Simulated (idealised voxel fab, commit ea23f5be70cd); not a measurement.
You're looking at the process module voxel gate over fins.
In the cross-section labelled cut, the width is 240 nm and each square cell is 5 nm.
Think of the cross-section as a grid of square cells. We describe it in bands, top to bottom, and each band covers one or more rows of those cells. Top, bottom (nm), then materials left to right with widths (nm); lone material tagged "full width" fills the whole band edge to edge; "empty" = empty space. Counting heights begins at 0, where everything beneath is, in the wafer as received, one material. The lowest band has no bottom; it goes on downwards, as "0 -> down" shows. It should be noted that a width expressed as "30->40" varies in equal increments from row to row of cells within the band, taking the value of the first number at the top row and that of the second number at the bottom row. A step reported as "remains unaltered" is a step in which no cell of the cross-section changed. In "Catalogued sealed voids" the enclosed voids are listed, meaning empty spaces of 8 cells or larger without any opening to the top. The form is width x height at distance, distance from the left edge, units nm. It should be noted that, on the line of a given step, the content following the step's settings is a remark produced by the simulator itself with respect to that step. For masked steps, "overlay nm" on the step line gives how far right of plan the mask actually lay; a minus sign means it lay to the left.

These are the steps we planned for the process:
1. RECEIVE with material Si
2. CONFORMAL_DEP with material SiN, thk nm 10
3. MASKED_ETCH with tone cover, mask id FINS, width nm 15, pitch nm 55, etch materials SiN, depth nm 10, overlay nm 0
4. MASKED_ETCH with tone cover, mask id FINS, width nm 15, pitch nm 55, etch materials Si, depth nm 30, overlay nm 0
5. FILL_DEP with material SiO2, thk nm 10
6. CMP with height nm 10
7. PATTERN with tone open, mask id RAIL, material resist, width nm 15, thk nm 20, overlay nm 0
8. DIRECTIONAL_ETCH with etch materials SiO2, depth nm 35
9. STRIP with etch materials resist
10. CONFORMAL_DEP with material TiN, thk nm 5
11. FILL_DEP with material Ru, thk nm 5
12. CMP with height nm 10
13. SELECTIVE_ETCH with etch materials W Ru TiN, depth nm 30
14. FILL_DEP with material SiO2, thk nm 5
15. CMP with height nm 10
16. SELECTIVE_ETCH with etch materials SiO2, depth nm 20
17. STRIP with etch materials SiN
18. CONFORMAL_DEP with material HfO2, thk nm 5
19. CONFORMAL_DEP with material TiN, thk nm 5
20. FILL_DEP with material W, thk nm 10
21. CMP with height nm 15
22. CONFORMAL_DEP with material SiCN, thk nm 10

Received-state cross-section, reflecting completion of step 1:
> 0 -> down = Si full width
> Catalogued sealed voids: none

End state of the module in cross-section, given the above starting point and plan and one mistake in execution:
> 25 -> 15 = SiCN full width
> 15 -> 10 = W: 35, TiN: 165, W: 40
> 10 -> 5 = TiN full width
> 5 -> 0 = TiN: 50, HfO2: 25, TiN: 30, HfO2: 25, TiN: 30, HfO2: 25, TiN: 55
> 0 -> -5 = TiN: 50, HfO2: 5, Si: 15, HfO2: 5, TiN: 30, HfO2: 5, Si: 15, HfO2: 5, TiN: 30, HfO2: 5, Si: 15, HfO2: 5, TiN: 55
> -5 -> -10 = HfO2: 55, Si: 15, HfO2: 40, Si: 15, HfO2: 40, Si: 15, HfO2: 60
> -10 -> -20 = SiO2: 55, Si: 15, SiO2: 40, Si: 15, SiO2: 40, Si: 15, SiO2: 60
> -20 -> -25 = SiO2: 55, Si: 15, SiO2: 10, TiN: 15, SiO2: 15, Si: 15, SiO2: 40, Si: 15, SiO2: 60
> -25 -> -30 = SiO2: 55, Si: 15, SiO2: 40, Si: 15, SiO2: 40, Si: 15, SiO2: 60
> -30 -> down = Si full width
> Catalogued sealed voids: none
Nonconformance to the process plan: step 19 did not happen as planned, as run it was CONFORMAL_DEP with material TiN, thk nm 15
